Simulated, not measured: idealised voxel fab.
This is a process module. Its name is voxel fin reveal.
Section shown: cut. Width: 245 nm. Cell size: 5 nm, square.
Cross-section = grid of square cells, listed top down in bands; band = one or more rows. Band: top and bottom heights (nm) first, top before bottom; then materials from left to right, widths in nm. "all across" marks a sole material filling the band edge to edge. "blank" denotes empty space. Heights are reckoned from 0. Under this level, the received wafer is all of one material. The bottommost band is open-ended downward, for example "top 0, no bottom". It should be noted that a width expressed as "30..40" varies in equal increments from row to row of cells within the band, taking the value of the first number at the top row and that of the second number at the bottom row. "remained unchanged" after a step means that no cell of the cross-section changed. "Closed internal voids" enumerates empty spaces isolated from the top, with no open way to it, that contain at least 8 cells, giving each as width x height at distance from the left edge, all three in nm. Anything after a step's settings on that line? It's the simulator's own note about the step. On any step carrying a mask, the "overlay nm" setting, if present on the step's line, tells how far right of its planned place the mask lay; negative values point to the left.
-- So here's the lineup of process steps we planned
| 1 | RECEIVE with material Si |
| 2 | CONFORMAL_DEP with material SiN, thk nm 5 |
| 3 | PATTERN with tone cover, mask id FINS, material resist, width nm 15, pitch nm 35, thk nm 20, overlay nm -15 |
| 4 | DIRECTIONAL_ETCH with etch materials SiN, depth nm 5 |
| 5 | DIRECTIONAL_ETCH with etch materials Si, depth nm 40 |
| 6 | STRIP with etch materials resist |
| 7 | OXIDIZE with depth nm 5 |
| 8 | FILL_DEP with material SiO2, thk nm 15 |
| 9 | CMP with height nm 5 |
| 10 | SELECTIVE_ETCH with etch materials SiO2, depth nm 20 |
| 11 | STRIP with etch materials SiN |
Heads up: all these wafers start the same, and what changes between them is the overlay nm in step 3. The value you see in the plan is just what the first wafer got.
-- Cross-section of the first of several wafers as received (after step 1)
> top 0, no bottom | Si all across
> Closed internal voids: none
-- Per wafer, end of module: cells gained (+) or lost (-) per material since receipt, then closed voids
overlay nm -15 | -414 Si | +276 SiO2 | Closed internal voids: none
overlay nm -10 | -414 Si | +276 SiO2 | Closed internal voids: none
overlay nm -5 | -414 Si | +276 SiO2 | Closed internal voids: none
overlay nm 0 | -414 Si | +276 SiO2 | Closed internal voids: none
overlay nm 5 | -414 Si | +276 SiO2 | Closed internal voids: none
overlay nm 10 | -414 Si | +276 SiO2 | Closed internal voids: none
overlay nm 15 | -414 Si | +276 SiO2 | Closed internal voids: none
